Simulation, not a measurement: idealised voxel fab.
Process module heading - voxel released beams
The cross-section on display is named cut; it measures 250 nm wide, and its cells are 5 nm squares.
Just so we're on the same page, the cross-sections are grids of square cells, and they're listed out in bands top to bottom, each band one or more rows deep.
First you get the band's top height and its bottom height, in nm, and then the materials it's made of, left to right, with each width in nm. If you see a single material with "full width", that one covers the band edge to edge. "air" is empty space.
Convention: height 0 is the level below which the wafer, as received, is all one material. The lowest band does not terminate at the bottom but continues downward, represented as "top 0, no bottom".
So if you see something like "30 to 40" for the width, read it as the top row of the band sitting at the first number and the bottom row at the second, with every row in between moving by the same amount as the last.
Any step labelled "changes: none" changed none of the cells in the cross-section.
Any empty space of 8 cells or more lacking an open way to the top shows up in "Enclosed empty spaces" as width x height at distance, distance from the left edge, in nm.
Note: text after step settings on the step line = simulator remark on that step.
Steps that use a mask can have "overlay nm" on their line. It says how far the mask sat to the right of where it was meant to be. Negative means to the left.

### Process steps foreseen in the plan
1: RECEIVE [material Si]
2: CONFORMAL_DEP [material SiN] [thk nm 10]
3: DIRECTIONAL_DEP [material SiO2] [thk nm 10]
4: PATTERN [tone open] [mask id ANCHOR] [material resist] [width nm 25] [thk nm 15] [overlay nm 0]
5: DIRECTIONAL_ETCH [etch materials SiO2] [depth nm 10]
6: STRIP [etch materials resist]
7: CONFORMAL_DEP [material polySi] [thk nm 10]
8: PATTERN [tone cover] [mask id BEAM] [material resist] [width nm 100] [thk nm 20] [overlay nm 0]
9: DIRECTIONAL_ETCH [etch materials polySi] [depth nm 10]
10: STRIP [etch materials resist]
11: STRIP [etch materials SiO2]

### Of two wafers, the first: run according to plan

### As-received wafer cross-section (after step 1)
  top 0, no bottom: Si full width
  Enclosed empty spaces: none

### You're looking at a cross-section of the wafer after step 2
  top 10, bottom 0: SiN full width
  Below 0 it's all the same as before, nothing changed down there.

### You're looking at a cross-section of the wafer after step 3
  top 20, bottom 10: SiO2 full width
  Below 10 it's all the same as before, nothing changed down there.

### You're looking at a cross-section of the wafer after step 4
  top 35, bottom 20: resist (75), air (25), resist (150)
  Below 20 it's all the same as before, nothing changed down there.

### You're looking at a cross-section of the wafer after step 5
  top 35, bottom 20: resist (75), air (25), resist (150)
  top 20, bottom 10: SiO2 (75), air (25), SiO2 (150)
  Below 10 it's all the same as before, nothing changed down there.

### You're looking at a cross-section of the wafer after step 6
  top 20, bottom 10: SiO2 (75), air (25), SiO2 (150)
  Below 10 it's all the same as before, nothing changed down there.

### You're looking at a cross-section of the wafer after step 7
  top 30, bottom 20: polySi (85), air (5), polySi (160)
  top 20, bottom 10: SiO2 (75), polySi (25), SiO2 (150)
  Below 10 it's all the same as before, nothing changed down there.

### You're looking at a cross-section of the wafer after step 8
  top 50, bottom 30: air (70), resist (100), air (80)
  top 30, bottom 20: polySi (85), resist (5), polySi (160)
  Below 20 it's all the same as before, nothing changed down there.

### You're looking at a cross-section of the wafer after step 9
  top 50, bottom 30: air (70), resist (100), air (80)
  top 30, bottom 20: air (70), polySi (15), resist (5), polySi (80), air (80)
  Below 20 it's all the same as before, nothing changed down there.

### You're looking at a cross-section of the wafer after step 10
  top 30, bottom 20: air (70), polySi (15), air (5), polySi (80), air (80)
  Below 20 it's all the same as before, nothing changed down there.

### You're looking at a cross-section of the wafer after step 11
  top 30, bottom 20: air (70), polySi (15), air (5), polySi (80), air (80)
  top 20, bottom 10: air (75), polySi (25), air (150)
  Below 10 it's all the same as before, nothing changed down there.

### Second wafer. Start and plan as for the first. One mistake made in running. Agrees with the first up to and including step 1

Cross-sectional view of the second wafer at the intended end time of process step 2: changes: none

### Cross-sectional view of the second wafer at the intended end time of process step 3
  top 10, bottom 0: SiO2 full width
  Below 0 it's all the same as before, nothing changed down there.

### Cross-sectional view of the second wafer at the intended end time of process step 4
  top 25, bottom 10: resist (75), air (25), resist (150)
  Below 10 it's all the same as before, nothing changed down there.

### Cross-sectional view of the second wafer at the intended end time of process step 5
  top 25, bottom 10: resist (75), air (25), resist (150)
  top 10, bottom 0: SiO2 (75), air (25), SiO2 (150)
  Below 0 it's all the same as before, nothing changed down there.

### Cross-sectional view of the second wafer at the intended end time of process step 6
  top 10, bottom 0: SiO2 (75), air (25), SiO2 (150)
  Below 0 it's all the same as before, nothing changed down there.

### Cross-sectional view of the second wafer at the intended end time of process step 7
  top 20, bottom 10: polySi (85), air (5), polySi (160)
  top 10, bottom 0: SiO2 (75), polySi (25), SiO2 (150)
  Below 0 it's all the same as before, nothing changed down there.

### Cross-sectional view of the second wafer at the intended end time of process step 8
  top 40, bottom 20: air (70), resist (100), air (80)
  top 20, bottom 10: polySi (85), resist (5), polySi (160)
  Below 10 it's all the same as before, nothing changed down there.

### Cross-sectional view of the second wafer at the intended end time of process step 9
  top 40, bottom 20: air (70), resist (100), air (80)
  top 20, bottom 10: air (70), polySi (15), resist (5), polySi (80), air (80)
  Below 10 it's all the same as before, nothing changed down there.

### Cross-sectional view of the second wafer at the intended end time of process step 10
  top 20, bottom 10: air (70), polySi (15), air (5), polySi (80), air (80)
  Below 10 it's all the same as before, nothing changed down there.

### Cross-sectional view of the second wafer at the intended end time of process step 11
  top 20, bottom 10: air (70), polySi (15), air (5), polySi (80), air (80)
  top 10, bottom 0: air (75), polySi (25), air (150)
  Below 0 it's all the same as before, nothing changed down there.
What went wrong in running the wafer? not run: step 2 of the plan (skipped)
Wrapping up, a cell-based count of both wafers puts the second over or under the first for these materials: SiN: 100 fewer
